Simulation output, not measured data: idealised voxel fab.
Presented below is a process module, voxel self aligned vias.
The cross-section on display is named cut; it measures 255 nm wide, and its cells are 5 nm squares.
Heads up, the way a cross-section reads in here is a grid of square cells, handed over as bands from the top down, with every band being one or more rows of cells.
Top height, bottom height, nm. Materials left to right, width each, nm. Single material + "full width" = fills band edge to edge. "empty" = empty.
Where do heights start? At 0: under that level the wafer as delivered is made of one material only. And the lowest band has no floor; it just carries on downward, as in "0 down".
A two-number width, for instance "30->40", indicates that the width is equal to the first number in the top row of the band and to the second number in the bottom row, and that it changes by a constant amount per row of cells.
A step reported as "nothing changed" is a step in which no cell of the cross-section changed.
If an empty space has no open way to the top and is at least 8 cells in size, "Encapsulated voids" lists it, written width x height at distance, where distance is measured from the left edge and every value is in nm.
Where a step's line continues beyond its settings, the continuation is a remark by the simulator itself on that step.
A step line may carry the setting "overlay nm", which, for steps involving a mask, states the distance by which the mask lay to the right of its intended position; negative values denote displacement to the left.

Below is the list of planned process steps:
1: RECEIVE (material Si)
2: CONFORMAL_DEP (material SiO2; thk nm 15)
3: CONFORMAL_DEP (material SiCN; thk nm 5)
4: DIRECTIONAL_DEP (material SiO2; thk nm 30)
5: MASKED_ETCH (tone open; mask id LINES; width nm 25; pitch nm 65; etch materials SiO2; depth nm 30; overlay nm 0)
6: CONFORMAL_DEP (material TiN; thk nm 5)
7: FILL_DEP (material W; thk nm 5)
8: CMP (height nm 50)
9: SELECTIVE_ETCH (etch materials W Ru TiN; depth nm 5)
10: FILL_DEP (material SiN; thk nm 10)
11: CMP (height nm 50)
12: DIRECTIONAL_DEP (material SiO2; thk nm 20)
13: MASKED_ETCH (tone open; mask id VIAS; width nm 45; pitch nm 65; etch materials SiO2; depth nm 20; overlay nm 0)
14: MASKED_ETCH (tone open; mask id VIAS; width nm 45; pitch nm 65; etch materials SiN; depth nm 5; overlay nm 0)
15: CONFORMAL_DEP (material TiN; thk nm 5)
16: FILL_DEP (material Cu; thk nm 5)
17: CMP (height nm 70)
18: CONFORMAL_DEP (material SiCN; thk nm 5)

Concerning the first of two wafers, which was run in accordance with the plan:

Cross-section of the incoming wafer, state after step 1:
  0 down: Si full width
  Encapsulated voids: none

Cross-section through the wafer, step 2 finished:
  15 to 0: SiO2 full width
  Whatever lies below 0 is exactly as it was before.

Cross-section through the wafer, step 3 finished:
  20 to 15: SiCN full width
  Whatever lies below 15 is exactly as it was before.

Cross-section through the wafer, step 4 finished:
  50 to 20: SiO2 full width
  Whatever lies below 20 is exactly as it was before.

Cross-section through the wafer, step 5 finished:
  50 to 20: SiO2 (50), empty (25), SiO2 (40), empty (25), SiO2 (40), empty (25), SiO2 (50)
  Whatever lies below 20 is exactly as it was before.

Cross-section through the wafer, step 6 finished:
  55 to 50: TiN (55), empty (15), TiN (50), empty (15), TiN (50), empty (15), TiN (55)
  50 to 25: SiO2 (50), TiN (5), empty (15), TiN (5), SiO2 (40), TiN (5), empty (15), TiN (5), SiO2 (40), TiN (5), empty (15), TiN (5), SiO2 (50)
  25 to 20: SiO2 (50), TiN (25), SiO2 (40), TiN (25), SiO2 (40), TiN (25), SiO2 (50)
  Whatever lies below 20 is exactly as it was before.

Cross-section through the wafer, step 7 finished:
  60 to 55: W full width
  55 to 50: TiN (55), W (15), TiN (50), W (15), TiN (50), W (15), TiN (55)
  50 to 25: SiO2 (50), TiN (5), W (15), TiN (5), SiO2 (40), TiN (5), W (15), TiN (5), SiO2 (40), TiN (5), W (15), TiN (5), SiO2 (50)
  Whatever lies below 25 is exactly as it was before.

Cross-section through the wafer, step 8 finished:
  50 to 25: SiO2 (50), TiN (5), W (15), TiN (5), SiO2 (40), TiN (5), W (15), TiN (5), SiO2 (40), TiN (5), W (15), TiN (5), SiO2 (50)
  Whatever lies below 25 is exactly as it was before.

Cross-section through the wafer, step 9 finished:
  50 to 45: SiO2 (50), empty (25), SiO2 (40), empty (25), SiO2 (40), empty (25), SiO2 (50)
  Whatever lies below 45 is exactly as it was before.

Cross-section through the wafer, step 10 finished:
  60 to 50: SiN full width
  50 to 45: SiO2 (50), SiN (25), SiO2 (40), SiN (25), SiO2 (40), SiN (25), SiO2 (50)
  Whatever lies below 45 is exactly as it was before.

Cross-section through the wafer, step 11 finished:
  50 to 45: SiO2 (50), SiN (25), SiO2 (40), SiN (25), SiO2 (40), SiN (25), SiO2 (50)
  Whatever lies below 45 is exactly as it was before.

Cross-section through the wafer, step 12 finished:
  70 to 50: SiO2 full width
  Whatever lies below 50 is exactly as it was before.

Cross-section through the wafer, step 13 finished:
  70 to 50: SiO2 (40), empty (45), SiO2 (20), empty (45), SiO2 (20), empty (45), SiO2 (40)
  Whatever lies below 50 is exactly as it was before.

Cross-section through the wafer, step 14 finished:
  70 to 50: SiO2 (40), empty (45), SiO2 (20), empty (45), SiO2 (20), empty (45), SiO2 (40)
  50 to 45: SiO2 (50), empty (25), SiO2 (40), empty (25), SiO2 (40), empty (25), SiO2 (50)
  Whatever lies below 45 is exactly as it was before.

Cross-section through the wafer, step 15 finished:
  75 to 70: TiN (45), empty (35), TiN (30), empty (35), TiN (30), empty (35), TiN (45)
  70 to 55: SiO2 (40), TiN (5), empty (35), TiN (5), SiO2 (20), TiN (5), empty (35), TiN (5), SiO2 (20), TiN (5), empty (35), TiN (5), SiO2 (40)
  55 to 50: SiO2 (40), TiN (15), empty (15), TiN (15), SiO2 (20), TiN (15), empty (15), TiN (15), SiO2 (20), TiN (15), empty (15), TiN (15), SiO2 (40)
  50 to 45: SiO2 (50), TiN (25), SiO2 (40), TiN (25), SiO2 (40), TiN (25), SiO2 (50)
  Whatever lies below 45 is exactly as it was before.

Cross-section through the wafer, step 16 finished:
  80 to 75: Cu full width
  75 to 70: TiN (45), Cu (35), TiN (30), Cu (35), TiN (30), Cu (35), TiN (45)
  70 to 55: SiO2 (40), TiN (5), Cu (35), TiN (5), SiO2 (20), TiN (5), Cu (35), TiN (5), SiO2 (20), TiN (5), Cu (35), TiN (5), SiO2 (40)
  55 to 50: SiO2 (40), TiN (15), Cu (15), TiN (15), SiO2 (20), TiN (15), Cu (15), TiN (15), SiO2 (20), TiN (15), Cu (15), TiN (15), SiO2 (40)
  Whatever lies below 50 is exactly as it was before.

Cross-section through the wafer, step 17 finished:
  70 to 55: SiO2 (40), TiN (5), Cu (35), TiN (5), SiO2 (20), TiN (5), Cu (35), TiN (5), SiO2 (20), TiN (5), Cu (35), TiN (5), SiO2 (40)
  Whatever lies below 55 is exactly as it was before.

Cross-section through the wafer, step 18 finished:
  75 to 70: SiCN full width
  Whatever lies below 70 is exactly as it was before.

Wafer two. Same start, same plan, one slip in execution. Same as wafer one through step 12, inclusive:

Second wafer, cut view, end of step 13 per plan:
  70 to 50: empty (40), SiO2 (45), empty (20), SiO2 (45), empty (20), SiO2 (45), empty (40)
  Whatever lies below 50 is exactly as it was before.

Second wafer, cut view, end of step 14 per plan: nothing changed

Second wafer, cut view, end of step 15 per plan:
  75 to 70: empty (35), TiN (55), empty (10), TiN (55), empty (10), TiN (55), empty (35)
  70 to 55: empty (35), TiN (5), SiO2 (45), TiN (5), empty (10), TiN (5), SiO2 (45), TiN (5), empty (10), TiN (5), SiO2 (45), TiN (5), empty (35)
  55 to 50: TiN (40), SiO2 (45), TiN (20), SiO2 (45), TiN (20), SiO2 (45), TiN (40)
  Whatever lies below 50 is exactly as it was before.

Second wafer, cut view, end of step 16 per plan:
  80 to 75: Cu full width
  75 to 70: Cu (35), TiN (55), Cu (10), TiN (55), Cu (10), TiN (55), Cu (35)
  70 to 55: Cu (35), TiN (5), SiO2 (45), TiN (5), Cu (10), TiN (5), SiO2 (45), TiN (5), Cu (10), TiN (5), SiO2 (45), TiN (5), Cu (35)
  Whatever lies below 55 is exactly as it was before.

Second wafer, cut view, end of step 17 per plan:
  70 to 55: Cu (35), TiN (5), SiO2 (45), TiN (5), Cu (10), TiN (5), SiO2 (45), TiN (5), Cu (10), TiN (5), SiO2 (45), TiN (5), Cu (35)
  Whatever lies below 55 is exactly as it was before.

Second wafer, cut view, end of step 18 per plan:
  75 to 70: SiCN full width
  Whatever lies below 70 is exactly as it was before.
The mistake made against the process plan was this: contrary to plan, step 13 was performed as MASKED_ETCH (tone cover; mask id VIAS; width nm 45; pitch nm 65; etch materials SiO2; depth nm 20; overlay nm 0)
Count the cells at the end and the second wafer has more or fewer of some materials than the first: Cu -18 | SiN +15 | SiO2 +12 | TiN -9
